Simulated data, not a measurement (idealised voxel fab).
Module name: voxel released beams (process module)
Xsec cut, 225 nm wide, square cell size 5 nm.
Cross-section format: a grid of square cells, given as bands from top to bottom; each band is one or more rows of cells. Each band's line starts with the height of the band's top and of its bottom, in nm. Then come its materials from left to right, each with its width in nm. One material with "full width" fills the band from edge to edge. "blank" is empty space. Basically, 0 is our baseline, since under it the wafer straight out of the box is all one material. The bottom band has no lower end and keeps on going down, so it looks like "z 0 and below". The notation "30->40" denotes a width that varies across the rows of cells in the band, beginning at the first number in the top row, finishing at the second number in the bottom row, and changing by an identical amount from each row to the next. Step marked "nothing got changed"? Then no cell in the cross-section changed in it. Voids not open to the top, 8 cells minimum: see "Enclosed void listing". Written width x height at distance; distance is from the left edge; nm. The remark found on a step's line after its settings is issued by the simulator itself and pertains to that step. A step's line can hold "overlay nm"; with a mask on that step, the setting says how far right of the planned place the mask lay, while a negative setting says it lay to the left.

Planned step list for the process
1. op RECEIVE | material Si
2. op CONFORMAL_DEP | material SiN | thk nm 5
3. op DIRECTIONAL_DEP | material SiO2 | thk nm 10
4. op DIRECTIONAL_DEP | material aC | thk nm 15
5. op PATTERN | tone open | mask id ANCHOR | material resist | width nm 45 | thk nm 35 | overlay nm 0
6. op DIRECTIONAL_ETCH | etch materials aC | depth nm 15
7. op STRIP | etch materials resist
8. op DIRECTIONAL_ETCH | etch materials SiO2 | depth nm 10
9. op STRIP | etch materials aC
10. op CONFORMAL_DEP | material TiN | thk nm 15
11. op PATTERN | tone cover | mask id BEAM | material resist | width nm 90 | thk nm 20 | overlay nm -15
12. op DIRECTIONAL_ETCH | etch materials TiN | depth nm 15
13. op STRIP | etch materials resist
14. op STRIP | etch materials SiO2
Split variable: overlay nm, step 11. Plan value = first wafer. Wafers start alike.

This is how the first of several wafers looked in cross-section when it arrived, which is after step 1
z 0 and below  Si full width
Enclosed void listing: none

Table: wafers, a row each; end-of-module cell change per material since receipt, gain (+), loss (-); then closed voids
overlay nm -15, +45 SiN, +66 TiN, Enclosed void listing: none
overlay nm -10, +45 SiN, +66 TiN, Enclosed void listing: none
overlay nm -5, +45 SiN, +66 TiN, Enclosed void listing: none
overlay nm 0, +45 SiN, +66 TiN, Enclosed void listing: none
overlay nm 5, +45 SiN, +66 TiN, Enclosed void listing: none
overlay nm 10, +45 SiN, +66 TiN, Enclosed void listing: none
overlay nm 15, +45 SiN, +66 TiN, Enclosed void listing: none
